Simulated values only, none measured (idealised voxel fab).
The name of this process module is voxel trench capacitor.
cross-section cut | 245 nm wide | cells 5 nm
How to read a cross-section here: the picture is a grid of square cells, written as bands going from the top down, and any band can span one or more rows of cells. Top height, bottom height, nm. Materials left to right, width each, nm. Single material + "everywhere" = fills band edge to edge. "air" = empty. Convention: height 0 is the level below which the wafer, as received, is all one material. The lowest band does not terminate at the bottom but continues downward, represented as "0 and below". The width entry "30 to 40" should be interpreted row by row: the top row of cells in the band takes the first number, the bottom row takes the second number, and the change between adjacent rows is uniform throughout. Step marked "no alterations made"? Then no cell in the cross-section changed in it. Listed closed voids: empty space of 8 cells or more with no open way to the top, each as width x height at its distance from the left edge, in nm. Anything after a step's settings on that line? It's the simulator's own note about the step. overlay nm: on a step with a mask, how far right of its planned place the mask lay; negative means left.
HERE'S WHAT THE PLANNED PROCESS STEPS LOOK LIKE
step 1: RECEIVE, material Si
step 2: CONFORMAL_DEP, material SiN, thk nm 10
step 3: MASKED_ETCH, tone open, mask id TRENCH, width nm 15, pitch nm 30, etch materials SiN, depth nm 10, overlay nm 0
step 4: MASKED_ETCH, tone open, mask id TRENCH, width nm 15, pitch nm 30, etch materials Si, depth nm 30, overlay nm -15
step 5: CONFORMAL_DEP, material Al2O3, thk nm 5
step 6: FILL_DEP, material polySi, thk nm 5
step 7: CMP, height nm 10
The overlay nm used in step 4 is not the same on every wafer, whereas the starting condition is; the value printed in the plan is the first wafer's.
STEP 1 COMPLETE: AS-RECEIVED CROSS-SECTION OF THE FIRST OF SEVERAL WAFERS
- 0 and below | Si everywhere
- Listed closed voids: none
FIRST OF SEVERAL WAFERS: CROSS-SECTION AT THE END OF THE MODULE, AFTER STEP 7, ITS LAST STEP
- 10 down to 5 | 70 SiN, 5 Al2O3, 5 polySi, 5 Al2O3, 15 SiN, 5 Al2O3, 5 polySi, 5 Al2O3, 15 SiN, 5 Al2O3, 5 polySi, 5 Al2O3, 15 SiN, 5 Al2O3, 5 polySi, 5 Al2O3, 70 SiN
- 5 down to 0 | 70 SiN, 15 Al2O3, 15 SiN, 15 Al2O3, 15 SiN, 15 Al2O3, 15 SiN, 15 Al2O3, 70 SiN
- 0 and below | Si everywhere
- Listed closed voids: none
LAST WAFER AT THE END
- 10 down to 5 | 70 SiN, 5 Al2O3, 5 polySi, 5 Al2O3, 15 SiN, 5 Al2O3, 5 polySi, 5 Al2O3, 15 SiN, 5 Al2O3, 5 polySi, 5 Al2O3, 15 SiN, 5 Al2O3, 5 polySi, 5 Al2O3, 70 SiN
- 5 down to 0 | 70 SiN, 15 Al2O3, 15 SiN, 15 Al2O3, 15 SiN, 15 Al2O3, 15 SiN, 15 Al2O3, 70 SiN
- 0 and below | Si everywhere
- Listed closed voids: none
QUICK KEY FOR THE TABLE: A ROW PER WAFER, TAKEN AT THE END OF THE MODULE. FOR EACH MATERIAL IT TELLS YOU HOW MANY CELLS THE WAFER GAINED (+) OR LOST (-) SINCE IT CAME IN, AND THE CLOSED VOIDS COME AFTER
overlay nm -15; +20 Al2O3; +74 SiN; +4 polySi; Listed closed voids: none
overlay nm -10; +44 Al2O3; -24 Si; +74 SiN; +4 polySi; Listed closed voids: none
overlay nm -5; +68 Al2O3; -48 Si; +74 SiN; +4 polySi; Listed closed voids: none
overlay nm 0; +68 Al2O3; -72 Si; +74 SiN; +28 polySi; Listed closed voids: none
overlay nm 5; +68 Al2O3; -48 Si; +74 SiN; +4 polySi; Listed closed voids: none
overlay nm 10; +44 Al2O3; -24 Si; +74 SiN; +4 polySi; Listed closed voids: none
overlay nm 15; +20 Al2O3; +74 SiN; +4 polySi; Listed closed voids: none
